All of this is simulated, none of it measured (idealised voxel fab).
Name of the process module below: voxel trench capacitor
This is section cut - it's 280 nm across, gridded in 5 nm square cells.
Format of a cross-section: grid, square cells. Given as bands. Order: top down. Band: one or more rows of cells. For a band, the entry starts with two heights in nm, that of the top and then that of the bottom, and carries on with the band's materials in order from left to right, each alongside its width in nm; the word "full width" beside a single material means it fills the band edge to edge, and "blank" means empty space. Heights are reckoned from 0. Under this level, the received wafer is all of one material. The bottommost band is open-ended downward, for example "0 -> down". Width: "30..40" (first number = top row, second number = bottom row, same change from row to row of cells). "remained the same" means the step left every cell of the cross-section as it was. You'll see "Sealed void inventory" listing empty spaces that have no way open to the top, as long as they're 8 cells or more; the notation is width x height at distance, where the distance is from the left edge, and all of it is in nm. Post-settings text on a step line: simulator's own remark regarding the step. The line of a step may include "overlay nm". On a step with a mask, this value is how far to the right of its planned place the mask lay. A negative value means the mask lay to the left.
**Process steps foreseen in the plan**
1: RECEIVE | material Si
2: CONFORMAL_DEP | material SiN | thk nm 10
3: MASKED_ETCH | tone open | mask id TRENCH | width nm 25 | pitch nm 55 | etch materials SiN | depth nm 10 | overlay nm -15
4: MASKED_ETCH | tone open | mask id TRENCH | width nm 25 | pitch nm 55 | etch materials Si | depth nm 30 | overlay nm 0
5: CONFORMAL_DEP | material SiO2 | thk nm 5
6: FILL_DEP | material polySi | thk nm 5
7: CMP | height nm 10
Same starting wafers, different overlay nm at step 3. Plan value belongs to the first wafer.
**Cross-section, first of several wafers, as delivered after step 1**
    0 -> down = Si full width
    Sealed void inventory: none
**Rows = wafers. At module end, each row lists per material the cells gained (+) or lost (-) since the wafer was received, then the closed voids**
overlay nm -15; -48 Si; +72 SiN; +76 SiO2; +12 polySi; Sealed void inventory: none
overlay nm -10; -72 Si; +72 SiN; +76 SiO2; +36 polySi; Sealed void inventory: none
overlay nm -5; -96 Si; +72 SiN; +76 SiO2; +60 polySi; Sealed void inventory: none
overlay nm 0; -120 Si; +72 SiN; +76 SiO2; +84 polySi; Sealed void inventory: none
overlay nm 5; -96 Si; +72 SiN; +76 SiO2; +60 polySi; Sealed void inventory: none
overlay nm 10; -72 Si; +72 SiN; +76 SiO2; +36 polySi; Sealed void inventory: none
overlay nm 15; -48 Si; +72 SiN; +76 SiO2; +12 polySi; Sealed void inventory: none
